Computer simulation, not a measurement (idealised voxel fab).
This section sets out a process module, namely voxel capacitor over wiring.
cross-section cut | 250 nm wide | cells 5 nm
Reading order for cross-sections: top band down to bottom band. Underlying form: a grid of square cells. Band size: one or more rows of cells. A band entry consists of two parts. The first gives the height of the band's top and the height of its bottom, in nm. The rest lists the band's materials from left to right, each with its width in nm. A single material labelled with the word "everywhere" fills the band from edge to edge, and the word "air" marks empty space. Zero point of the height axis is 0; under it, received wafer = one material. Lowest band: continues down indefinitely, "0..down". A two-number width, for instance "30 to 40", indicates that the width is equal to the first number in the top row of the band and to the second number in the bottom row, and that it changes by a constant amount per row of cells. No cell of the cross-section changed in a step that is given as "no modification". What "Sealed void listing" gives you is every empty space of 8 cells or more that is cut off from the top. Each appears as width x height at distance, with the distance taken from the left edge and width, height and distance all in nm. Text after the settings on a step's line: the simulator's own remark on that step. What "overlay nm" on a step's line means: if the step has a mask, that mask lay this far to the right of its planned place, or, when the value is negative, to the left.

### So here's the lineup of process steps we planned
1: RECEIVE, material Si
2: CONFORMAL_DEP, material SiO2, thk nm 10
3: CONFORMAL_DEP, material SiCN, thk nm 5
4: DIRECTIONAL_DEP, material lowk, thk nm 20
5: PATTERN, tone open, mask id METAL_1, material resist, width nm 30, pitch nm 100, thk nm 15, overlay nm 0
6: DIRECTIONAL_ETCH, etch materials lowk, depth nm 20
7: DIRECTIONAL_ETCH, etch materials SiCN, depth nm 5
8: STRIP, etch materials resist
9: CONFORMAL_DEP, material TiN, thk nm 5
10: FILL_DEP, material W, thk nm 5
11: CMP, height nm 35
12: CONFORMAL_DEP, material SiCN, thk nm 5
13: DIRECTIONAL_DEP, material lowk, thk nm 10
14: PATTERN, tone open, mask id PLUG_1, material resist, width nm 15, thk nm 20, overlay nm 0
15: DIRECTIONAL_ETCH, etch materials lowk, depth nm 10
16: DIRECTIONAL_ETCH, etch materials SiCN, depth nm 5
17: STRIP, etch materials resist
18: EPI, material Ru, thk nm 10
19: EPI, material Ru, thk nm 5
20: DIRECTIONAL_DEP, material TiN, thk nm 5
21: DIRECTIONAL_DEP, material HfO2, thk nm 5
22: DIRECTIONAL_DEP, material TiN, thk nm 10
23: DIRECTIONAL_DEP, material aC, thk nm 10
24: PATTERN, tone cover, mask id UPPER_PLATE, material resist, width nm 75, thk nm 30, overlay nm 0
25: DIRECTIONAL_ETCH, etch materials aC, depth nm 10
26: STRIP, etch materials resist
27: DIRECTIONAL_ETCH, etch materials TiN, depth nm 10
28: DIRECTIONAL_ETCH, etch materials HfO2, depth nm 5
29: STRIP, etch materials aC
30: DIRECTIONAL_DEP, material aC, thk nm 15
31: PATTERN, tone cover, mask id LOWER_PLATE, material resist, width nm 85, thk nm 30, overlay nm 0
32: DIRECTIONAL_ETCH, etch materials aC, depth nm 15
33: STRIP, etch materials resist
34: DIRECTIONAL_ETCH, etch materials TiN, depth nm 5
35: STRIP, etch materials aC
36: FILL_DEP, material SiO2, thk nm 15
37: CMP, height nm 80
38: DIRECTIONAL_DEP, material aC, thk nm 10
39: PATTERN, tone open, mask id PLUG_2, material resist, width nm 15, thk nm 25, overlay nm 0
40: DIRECTIONAL_ETCH, etch materials aC, depth nm 10
41: STRIP, etch materials resist
42: DIRECTIONAL_ETCH, etch materials SiO2, depth nm 10
43: STRIP, etch materials aC
44: CONFORMAL_DEP, material TiN, thk nm 5
45: FILL_DEP, material W, thk nm 5
46: CMP, height nm 80
47: CONFORMAL_DEP, material SiCN, thk nm 5

### Wafer at receipt (post step 1), cross-section
    0..down | Si everywhere
    Sealed void listing: none

### Wafer cross-section at end of module: start and plan as shown above, one execution error
    85..80 | SiCN everywhere
    80..75 | 85 nm SiO2 | 15 nm TiN | 150 nm SiO2
    75..65 | 75 nm SiO2 | 75 nm TiN | 100 nm SiO2
    65..60 | 70 nm SiO2 | 85 nm TiN | 95 nm SiO2
    60..55 | HfO2 everywhere
    55..50 | TiN everywhere
    50..40 | 75 nm lowk | 15 nm Ru | 160 nm lowk
    40..35 | 75 nm SiCN | 15 nm Ru | 160 nm SiCN
    35..15 | 60 nm lowk | 5 nm TiN | 20 nm W | 5 nm TiN | 70 nm lowk | 5 nm TiN | 20 nm W | 5 nm TiN | 60 nm lowk
    15..10 | 60 nm SiCN | 30 nm TiN | 70 nm SiCN | 30 nm TiN | 60 nm SiCN
    10..0 | SiO2 everywhere
    0..down | Si everywhere
    Sealed void listing: none
Deviation from plan: step 22, actual vs plan mismatch, actual run DIRECTIONAL_DEP, material TiN, thk nm 15
